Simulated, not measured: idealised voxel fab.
The process module that follows is named voxel transistor to metal.
The width of the displayed cross-section, cut, is 150 nm; its cells are square, with a size of 5 nm.
Heads up, the way a cross-section reads in here is a grid of square cells, handed over as bands from the top down, with every band being one or more rows of cells.
It is stipulated that each band's entry specify, in nanometres, the height of the top of the band and then that of its bottom, followed by the materials of the band in left-to-right sequence, each together with its width in nanometres. A single material marked by the word "all across" is understood to fill the band from edge to edge; the word "blank" is understood to denote empty space.
The reference from which all heights are counted is 0, the level beneath which the as-received wafer is entirely one material; the lowest band, having no lower bound, proceeds downward and is written after the example "from 0 down".
A width such as "30 to 40" changes by the same amount from each row of cells to the next, from the band's top row to its bottom row.
Reading "no alteration" for a step: not a cell of the cross-section changed in it.
This entry, "Enclosed void inventory", enumerates those empty regions of no fewer than 8 cells that possess no open connection to the top. Each region is reported in the form width x height at distance, the distance being taken from the left edge, with all three quantities expressed in nm.
Whatever follows a step's settings on its line is a remark the simulator itself makes about that step.
overlay nm: how far to the right of its planned place the mask lay on this masked step (negative: to the left).

Planned step list for the process:
1 RECEIVE,material Si
2 OXIDIZE,depth nm 5
3 CONFORMAL_DEP,material SiN,thk nm 15
4 DIRECTIONAL_DEP,material aC,thk nm 15
5 PATTERN,tone cover,mask id ACTIVE,material resist,width nm 110,thk nm 30,overlay nm 0
6 DIRECTIONAL_ETCH,etch materials aC,depth nm 15
7 STRIP,etch materials resist
8 DIRECTIONAL_ETCH,etch materials SiN,depth nm 15
9 DIRECTIONAL_ETCH,etch materials SiO2,depth nm 5
10 DIRECTIONAL_ETCH,etch materials Si,depth nm 20
11 STRIP,etch materials aC
12 OXIDIZE,depth nm 5
13 FILL_DEP,material SiO2,thk nm 10
14 CMP,height nm 15
15 SELECTIVE_ETCH,etch materials SiO2,depth nm 5
16 STRIP,etch materials SiN
17 SELECTIVE_ETCH,etch materials SiO2,depth nm 5
18 OXIDIZE,depth nm 5
19 DIRECTIONAL_DEP,material polySi,thk nm 20
20 DIRECTIONAL_DEP,material SiCN,thk nm 10
21 DIRECTIONAL_DEP,material aC,thk nm 15
22 PATTERN,tone cover,mask id GATE,material resist,width nm 30,thk nm 35,overlay nm 0
23 DIRECTIONAL_ETCH,etch materials aC,depth nm 15
24 STRIP,etch materials resist
25 DIRECTIONAL_ETCH,etch materials SiCN,depth nm 20
26 DIRECTIONAL_ETCH,etch materials polySi,depth nm 30
27 STRIP,etch materials aC
28 CONFORMAL_DEP,material SiO2,thk nm 5
29 DIRECTIONAL_ETCH,etch materials SiO2,depth nm 5
30 CONFORMAL_DEP,material SiN,thk nm 5
31 DIRECTIONAL_ETCH,etch materials SiN,depth nm 5
32 DIRECTIONAL_ETCH,etch materials SiO2,depth nm 5
33 DIRECTIONAL_ETCH,etch materials Si,depth nm 15
34 EPI,material SiGe,thk nm 15
35 FILL_DEP,material SiO2,thk nm 5
36 CMP,height nm 15
37 STRIP,etch materials polySi
38 SELECTIVE_ETCH,etch materials SiO2,depth nm 5
39 CONFORMAL_DEP,material HfO2,thk nm 5
40 CONFORMAL_DEP,material TiN,thk nm 5
41 FILL_DEP,material W,thk nm 5
42 CMP,height nm 10
43 DIRECTIONAL_DEP,material SiO2,thk nm 15
44 PATTERN,tone open,mask id CONTACT,material resist,width nm 15,pitch nm 85,thk nm 20,overlay nm 0
45 DIRECTIONAL_ETCH,etch materials SiO2,depth nm 35
46 STRIP,etch materials resist
47 CONFORMAL_DEP,material TiN,thk nm 5
48 FILL_DEP,material W,thk nm 10
49 CMP,height nm 25
50 CONFORMAL_DEP,material SiN,thk nm 5
51 DIRECTIONAL_DEP,material SiO2,thk nm 25
52 PATTERN,tone open,mask id METAL_1,material resist,width nm 15,pitch nm 85,thk nm 15,overlay nm 0
53 DIRECTIONAL_ETCH,etch materials SiO2,depth nm 25
54 DIRECTIONAL_ETCH,etch materials SiN,depth nm 5
55 STRIP,etch materials resist
56 CONFORMAL_DEP,material TiN,thk nm 5
57 FILL_DEP,material Cu,thk nm 10
58 CMP,height nm 55
59 EPI,material Ru,thk nm 5
60 FILL_DEP,material SiCN,thk nm 5
61 DIRECTIONAL_DEP,material lowk,thk nm 35
62 DIRECTIONAL_DEP,material aC,thk nm 10
63 PATTERN,tone open,mask id METAL_2,material resist,width nm 15,pitch nm 85,thk nm 25,overlay nm 0
64 DIRECTIONAL_ETCH,etch materials aC,depth nm 10
65 STRIP,etch materials resist
66 DIRECTIONAL_ETCH,etch materials lowk,depth nm 20
67 STRIP,etch materials aC
68 DIRECTIONAL_DEP,material aC,thk nm 15
69 PATTERN,tone open,mask id METAL_2_HOLES,material resist,width nm 15,pitch nm 85,thk nm 35,overlay nm 0
70 DIRECTIONAL_ETCH,etch materials aC,depth nm 15
71 STRIP,etch materials resist
72 DIRECTIONAL_ETCH,etch materials lowk,depth nm 15
73 DIRECTIONAL_ETCH,etch materials SiCN,depth nm 5
74 STRIP,etch materials aC
75 CONFORMAL_DEP,material TiN,thk nm 5
76 FILL_DEP,material Cu,thk nm 5
77 CMP,height nm 100
78 CONFORMAL_DEP,material SiCN,thk nm 5

Cross-section of the wafer at receipt, which is the condition after step 1:
    from 0 down = Si all across
    Enclosed void inventory: none

Cross-section at module end, one run error; start and plan unchanged from above:
    from 105 to 100 = SiCN all across
    from 100 to 65 = lowk: 25  TiN: 5  Cu: 5  TiN: 5  lowk: 70  TiN: 5  Cu: 5  TiN: 5  lowk: 25
    from 65 to 60 = SiCN: 25  TiN: 15  SiCN: 70  TiN: 15  SiCN: 25
    from 60 to 55 = SiCN: 20  Ru: 25  SiCN: 60  Ru: 25  SiCN: 20
    from 55 to 30 = SiO2: 25  TiN: 5  Cu: 5  TiN: 5  SiO2: 70  TiN: 5  Cu: 5  TiN: 5  SiO2: 25
    from 30 to 25 = SiN: 25  TiN: 15  SiN: 70  TiN: 15  SiN: 25
    from 25 to 10 = SiO2: 25  TiN: 5  W: 5  TiN: 5  SiO2: 70  TiN: 5  W: 5  TiN: 5  SiO2: 25
    from 10 to 5 = SiO2: 25  TiN: 15  SiO2: 10  SiN: 5  HfO2: 5  TiN: 5  W: 20  TiN: 5  HfO2: 5  SiN: 5  SiO2: 10  TiN: 15  SiO2: 25
    from 5 to 0 = SiO2: 25  SiN: 5  TiN: 5  SiGe: 15  SiN: 5  HfO2: 5  TiN: 5  W: 20  TiN: 5  HfO2: 5  SiN: 5  SiGe: 15  TiN: 10  SiN: 5  SiO2: 20
    from 0 to -5 = SiO2: 25  SiN: 5  TiN: 5  SiGe: 15  SiN: 5  HfO2: 5  TiN: 30  HfO2: 5  SiN: 5  SiGe: 15  TiN: 10  SiN: 5  SiO2: 20
    from -5 to -10 = SiO2: 30  TiN: 5  SiGe: 15  SiO2: 5  HfO2: 40  SiO2: 5  SiGe: 15  TiN: 10  SiO2: 25
    from -10 to -25 = SiO2: 30  SiGe: 20  Si: 50  SiGe: 25  SiO2: 25
    from -25 to -30 = SiO2: 30  Si: 95  SiO2: 25
    from -30 down = Si all across
    Enclosed void inventory: none
Run error: step 5 did not happen as planned, as run it was PATTERN,tone cover,mask id ACTIVE,material resist,width nm 105,thk nm 30,overlay nm 0
